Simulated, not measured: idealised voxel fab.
voxel capacitor over wiring: a process module
Square cells of 5 nm make up the cross-section cut, whose width is 215 nm.
For the purposes of this document, a cross-section shall be understood as a grid of square cells, specified as bands listed in top-to-bottom order, each band consisting of one or more rows of cells.
Look at the band entry: it leads with the top's height and the bottom's height in nm. Then it lists the materials left to right, with a width in nm for each. The word "edge to edge" on a single material says that material fills the band edge to edge. The word "air" is empty space.
Note: height 0 marks the level under which the wafer is uniformly one material as received. Lowest band unbounded below, written "0 and below".
A width such as "30->40" changes by the same amount from each row of cells to the next, from the band's top row to its bottom row.
Reading "nothing got changed" for a step: not a cell of the cross-section changed in it.
Basically, "Tabulated closed voids" tells you about the enclosed voids: empty spaces with no open way to the top, 8 cells or bigger, each written width x height at distance, where distance is from the left edge, all in nm.
Anything after a step's settings on that line? It's the simulator's own note about the step.
On any step carrying a mask, the "overlay nm" setting, if present on the step's line, tells how far right of its planned place the mask lay; negative values point to the left.
Process steps - plan:
1: RECEIVE (material Si)
2: CONFORMAL_DEP (material SiO2; thk nm 15)
3: DIRECTIONAL_DEP (material TiN; thk nm 5)
4: DIRECTIONAL_DEP (material W; thk nm 15)
5: DIRECTIONAL_DEP (material aC; thk nm 15)
6: PATTERN (tone cover; mask id METAL_1; material resist; width nm 20; pitch nm 70; thk nm 35; overlay nm 0)
7: DIRECTIONAL_ETCH (etch materials aC; depth nm 15)
8: STRIP (etch materials resist)
9: DIRECTIONAL_ETCH (etch materials W; depth nm 15)
10: DIRECTIONAL_ETCH (etch materials TiN; depth nm 5)
11: STRIP (etch materials aC)
12: CONFORMAL_DEP (material SiN; thk nm 5)
13: FILL_DEP (material lowk; thk nm 10)
14: CMP (height nm 35)
15: CONFORMAL_DEP (material SiCN; thk nm 5)
16: DIRECTIONAL_DEP (material lowk; thk nm 20)
17: MASKED_ETCH (tone open; mask id PLUG_1; width nm 15; etch materials lowk; depth nm 20; overlay nm 0)
18: MASKED_ETCH (tone open; mask id PLUG_1; width nm 15; etch materials SiCN; depth nm 5; overlay nm 0)
19: CONFORMAL_DEP (material TiN; thk nm 5)
20: FILL_DEP (material Cu; thk nm 10)
21: CMP (height nm 60)
22: DIRECTIONAL_DEP (material TiN; thk nm 10)
23: DIRECTIONAL_DEP (material HfO2; thk nm 5)
24: DIRECTIONAL_DEP (material TiN; thk nm 10)
25: PATTERN (tone cover; mask id UPPER_PLATE; material resist; width nm 55; thk nm 15; overlay nm 0)
26: DIRECTIONAL_ETCH (etch materials TiN; depth nm 10)
27: DIRECTIONAL_ETCH (etch materials HfO2; depth nm 5)
28: STRIP (etch materials resist)
29: PATTERN (tone cover; mask id LOWER_PLATE; material resist; width nm 65; thk nm 20; overlay nm 0)
30: DIRECTIONAL_ETCH (etch materials TiN; depth nm 10)
31: STRIP (etch materials resist)
32: FILL_DEP (material SiO2; thk nm 20)
33: CMP (height nm 100)
34: MASKED_ETCH (tone open; mask id PLUG_2; width nm 15; etch materials SiO2; depth nm 15; overlay nm 0)
35: CONFORMAL_DEP (material TiN; thk nm 5)
36: FILL_DEP (material Cu; thk nm 10)
37: CMP (height nm 100)
38: CONFORMAL_DEP (material SiN; thk nm 5)
Shown in cross-section is the wafer as received, that is, as it stands after step 1:
	0 and below = Si edge to edge
	Tabulated closed voids: none
What the wafer looks like in cross-section after this module, when it starts as shown above and follows the plan above but one mistake is made in running it:
	105 down to 100 = SiN edge to edge
	100 down to 90 = SiO2 75 nm, TiN 5 nm, Cu 5 nm, TiN 5 nm, SiO2 125 nm
	90 down to 85 = SiO2 75 nm, TiN 15 nm, SiO2 125 nm
	85 down to 75 = SiO2 65 nm, TiN 55 nm, SiO2 95 nm
	75 down to 70 = SiO2 65 nm, HfO2 55 nm, SiO2 95 nm
	70 down to 60 = SiO2 60 nm, TiN 65 nm, SiO2 90 nm
	60 down to 45 = lowk 65 nm, TiN 5 nm, Cu 10 nm, TiN 5 nm, lowk 130 nm
	45 down to 40 = lowk 65 nm, TiN 5 nm, Cu 5 nm, TiN 10 nm, lowk 130 nm
	40 down to 35 = SiCN 65 nm, TiN 15 nm, SiCN 135 nm
	35 down to 20 = lowk 55 nm, SiN 5 nm, W 20 nm, SiN 5 nm, lowk 40 nm, SiN 5 nm, W 20 nm, SiN 5 nm, lowk 60 nm
	20 down to 15 = SiN 60 nm, TiN 20 nm, SiN 50 nm, TiN 20 nm, SiN 65 nm
	15 down to 0 = SiO2 edge to edge
	0 and below = Si edge to edge
	Tabulated closed voids: none
What was done differently from what was planned? step 17 ran with different settings than intended, the actual operation and settings being MASKED_ETCH (tone open; mask id PLUG_1; width nm 20; etch materials lowk; depth nm 20; overlay nm 0)
